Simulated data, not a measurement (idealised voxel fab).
The process module presented herein is designated voxel ribs on slabs.
Cross-section cut spans 270 nm and uses square cells 5 nm in size.
This document writes a cross-section as a grid whose cells are square, and gives it as bands, listed from the top down; one or more rows of cells form a band. First you get the band's top height and its bottom height, in nm, and then the materials it's made of, left to right, with each width in nm. If you see a single material with "throughout", that one covers the band edge to edge. "air" is empty space. All heights in this document are referenced to 0, defined as the level beneath which the wafer, as received, consists entirely of one material. The lowest band is not bounded below; it extends indefinitely downward and is written in the form "top 0, no bottom". The expression "30..40" gives the width at the extremes of the band, the first number at its top row of cells and the second at its bottom row, with the width changing by equal amounts from each row to the next in between. Where a step carries "all unchanged", the cross-section came out of it unchanged, cell for cell. The label "Fully sealed voids" introduces a list of the empty spaces, 8 cells or larger, that have no open way up to the top; each entry in it reads width x height at distance, where the distance is taken from the left edge and all three are stated in nm. What comes after the settings on a step's line is commentary from the simulator itself on that step. Each step line may optionally specify "overlay nm", which for a step with a mask gives the rightward distance between the mask's planned place and where it lay, a negative value indicating the leftward direction.

### The steps planned for the process are as follows
1) RECEIVE (material Si)
2) DIRECTIONAL_DEP (material SiO2; thk nm 20)
3) DIRECTIONAL_DEP (material SiN; thk nm 15)
4) MASKED_ETCH (tone cover; mask id RIB; width nm 15; etch materials SiN; depth nm 5; overlay nm 0)
5) DIRECTIONAL_DEP (material aC; thk nm 10)
6) PATTERN (tone cover; mask id SLAB; material resist; width nm 65; thk nm 30; overlay nm 0)
7) DIRECTIONAL_ETCH (etch materials aC; depth nm 10)
8) STRIP (etch materials resist)
9) DIRECTIONAL_ETCH (etch materials SiN; depth nm 10)
10) STRIP (etch materials aC)
11) FILL_DEP (material SiO2; thk nm 20)
12) CMP (height nm 50)
13) DIRECTIONAL_DEP (material W; thk nm 5)
14) PATTERN (tone cover; mask id HEATER; material resist; width nm 25; thk nm 20; overlay nm 0)
15) DIRECTIONAL_ETCH (etch materials W; depth nm 5)
16) STRIP (etch materials resist)
17) CONFORMAL_DEP (material SiO2; thk nm 10)

### The first of a set of two wafers, run to plan

### Cross-section of the wafer at receipt, which is the condition after step 1
* top 0, no bottom: Si throughout
* Fully sealed voids: none

### After step 2, in cross-section
* top 20, bottom 0: SiO2 throughout
* Note: structure below 0 unchanged.

### After step 3, in cross-section
* top 35, bottom 20: SiN throughout
* Note: structure below 20 unchanged.

### After step 4, in cross-section
* top 35, bottom 30: 125 nm air / 15 nm SiN / 130 nm air
* Note: structure below 30 unchanged.

### After step 5, in cross-section
* top 45, bottom 40: 125 nm air / 15 nm aC / 130 nm air
* top 40, bottom 35: aC throughout
* top 35, bottom 30: 125 nm aC / 15 nm SiN / 130 nm aC
* Note: structure below 30 unchanged.

### After step 6, in cross-section
* top 75, bottom 45: 100 nm air / 65 nm resist / 105 nm air
* top 45, bottom 40: 100 nm air / 25 nm resist / 15 nm aC / 25 nm resist / 105 nm air
* Note: structure below 40 unchanged.

### After step 7, in cross-section
* top 65, bottom 45: 100 nm air / 65 nm resist / 105 nm air
* top 45, bottom 40: 100 nm air / 25 nm resist / 15 nm aC / 25 nm resist / 105 nm air
* top 40, bottom 35: 100 nm air / 65 nm aC / 105 nm air
* top 35, bottom 30: 100 nm air / 25 nm aC / 15 nm SiN / 25 nm aC / 105 nm air
* Note: structure below 30 unchanged.

### After step 8, in cross-section
* top 45, bottom 35: 125..100 nm air / 15..65 nm aC / 130..105 nm air
* Note: structure below 35 unchanged.

### After step 9, in cross-section
* top 45, bottom 35: 125..100 nm air / 15..65 nm aC / 130..105 nm air
* top 35, bottom 30: 100 nm air / 25 nm aC / 15 nm SiN / 25 nm aC / 105 nm air
* top 30, bottom 20: 100 nm air / 65 nm SiN / 105 nm air
* Note: structure below 20 unchanged.

### After step 10, in cross-section
* top 35, bottom 30: 125 nm air / 15 nm SiN / 130 nm air
* Note: structure below 30 unchanged.

### After step 11, in cross-section
* top 55, bottom 35: SiO2 throughout
* top 35, bottom 30: 125 nm SiO2 / 15 nm SiN / 130 nm SiO2
* top 30, bottom 20: 100 nm SiO2 / 65 nm SiN / 105 nm SiO2
* Note: structure below 20 unchanged.

### After step 12, in cross-section
* top 50, bottom 35: SiO2 throughout
* Note: structure below 35 unchanged.

### After step 13, in cross-section
* top 55, bottom 50: W throughout
* Note: structure below 50 unchanged.

### After step 14, in cross-section
* top 75, bottom 55: 120 nm air / 25 nm resist / 125 nm air
* Note: structure below 55 unchanged.

### After step 15, in cross-section
* top 75, bottom 55: 120 nm air / 25 nm resist / 125 nm air
* top 55, bottom 50: 120 nm air / 25 nm W / 125 nm air
* Note: structure below 50 unchanged.

### After step 16, in cross-section
* top 55, bottom 50: 120 nm air / 25 nm W / 125 nm air
* Note: structure below 50 unchanged.

### After step 17, in cross-section
* top 65, bottom 60: 110 nm air / 45 nm SiO2 / 115 nm air
* top 60, bottom 55: SiO2 throughout
* top 55, bottom 50: 120 nm SiO2 / 25 nm W / 125 nm SiO2
* Note: structure below 50 unchanged.

### The remaining wafer, second of the two, started like the first and was run to the same plan, except that one mistake was made along the way; the two coincide through step 10, inclusive

### Cross-sectional view of the second wafer at the intended end time of process step 11
* top 55, bottom 20: SiN throughout
* Note: structure below 20 unchanged.

### Cross-sectional view of the second wafer at the intended end time of process step 12
* top 50, bottom 20: SiN throughout
* Note: structure below 20 unchanged.

### Cross-sectional view of the second wafer at the intended end time of process step 13
* top 55, bottom 50: W throughout
* Note: structure below 50 unchanged.

### Cross-sectional view of the second wafer at the intended end time of process step 14
* top 75, bottom 55: 120 nm air / 25 nm resist / 125 nm air
* Note: structure below 55 unchanged.

### Cross-sectional view of the second wafer at the intended end time of process step 15
* top 75, bottom 55: 120 nm air / 25 nm resist / 125 nm air
* top 55, bottom 50: 120 nm air / 25 nm W / 125 nm air
* Note: structure below 50 unchanged.

### Cross-sectional view of the second wafer at the intended end time of process step 16
* top 55, bottom 50: 120 nm air / 25 nm W / 125 nm air
* Note: structure below 50 unchanged.

### Cross-sectional view of the second wafer at the intended end time of process step 17
* top 65, bottom 60: 110 nm air / 45 nm SiO2 / 115 nm air
* top 60, bottom 55: SiO2 throughout
* top 55, bottom 50: 120 nm SiO2 / 25 nm W / 125 nm SiO2
* Note: structure below 50 unchanged.
It is concluded that the wafer was processed incorrectly with respect to the plan, in that in deviation from the planned setting, step 11 was conducted as FILL_DEP (material SiN; thk nm 20)
Count the cells at the end and the second wafer has more or fewer of some materials than the first: +295 SiN; -295 SiO2
